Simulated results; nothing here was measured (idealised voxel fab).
process module | voxel gate over fins
cross-section cut | 220 nm wide | cells 5 nm
A cross-section is a grid of square cells, given in bands from the top down. A band is one or more rows of cells.
Each band's line starts with the height of the band's top and of its bottom, in nm. Then come its materials from left to right, each with its width in nm. One material with "throughout" fills the band from edge to edge. "air" is empty space.
Height 0 is the level under which the wafer as received is all one material. The lowest band goes on downwards, as in "0 down".
A width such as "30 to 40" changes by the same amount from each row of cells to the next, from the band's top row to its bottom row.
"no change" after a step means that no cell of the cross-section changed.
closed voids: empty space of 8 cells or more with no open way to the top, each as width x height at its distance from the left edge, in nm
after a step's settings: what the simulator itself notes on the step
overlay nm, on a step with a mask: how far to the right of its planned place the mask lay; to the left if negative
plan
1 op RECEIVE | material Si
2 op CONFORMAL_DEP | material SiN | thk nm 10
3 op PATTERN | tone cover | mask id FINS | material resist | width nm 15 | pitch nm 55 | thk nm 15 | overlay nm -15
4 op DIRECTIONAL_ETCH | etch materials SiN | depth nm 10
5 op DIRECTIONAL_ETCH | etch materials Si | depth nm 30
6 op STRIP | etch materials resist
7 op FILL_DEP | material SiO2 | thk nm 5
8 op CMP | height nm 10
9 op PATTERN | tone open | mask id RAIL | material resist | width nm 15 | thk nm 20 | overlay nm 0
10 op DIRECTIONAL_ETCH | etch materials SiO2 | depth nm 35
11 op STRIP | etch materials resist
12 op CONFORMAL_DEP | material TiN | thk nm 5
13 op FILL_DEP | material W | thk nm 5
14 op CMP | height nm 10
15 op SELECTIVE_ETCH | etch materials W Ru TiN | depth nm 30
16 op FILL_DEP | material SiO2 | thk nm 5
17 op CMP | height nm 10
18 op SELECTIVE_ETCH | etch materials SiO2 | depth nm 20
19 op STRIP | etch materials SiN
20 op CONFORMAL_DEP | material HfO2 | thk nm 5
21 op CONFORMAL_DEP | material TiN | thk nm 5
22 op FILL_DEP | material W | thk nm 15
23 op CMP | height nm 20
24 op CONFORMAL_DEP | material SiCN | thk nm 10
varied across the wafers: overlay nm of step 3. The plan shows the first wafer's value. All wafers start alike
first wafer as received, after step 1
  0 down: Si throughout
  closed voids: none
each wafer at the end: cells of each material gained (+) or lost (-) since it was received, then its closed voids
overlay nm -15 | +56 HfO2 | -210 Si | +88 SiCN | +137 SiO2 | +59 TiN | +134 W | closed voids: none
overlay nm -10 | +56 HfO2 | -210 Si | +88 SiCN | +137 SiO2 | +59 TiN | +134 W | closed voids: none
overlay nm -5 | +56 HfO2 | -210 Si | +88 SiCN | +137 SiO2 | +59 TiN | +134 W | closed voids: none
overlay nm 0 | +56 HfO2 | -210 Si | +88 SiCN | +137 SiO2 | +59 TiN | +134 W | closed voids: none
overlay nm 5 | +56 HfO2 | -210 Si | +88 SiCN | +137 SiO2 | +59 TiN | +134 W | closed voids: none
overlay nm 10 | +56 HfO2 | -210 Si | +88 SiCN | +137 SiO2 | +59 TiN | +134 W | closed voids: none
overlay nm 15 | +56 HfO2 | -210 Si | +88 SiCN | +138 SiO2 | +58 TiN | +134 W | closed voids: none
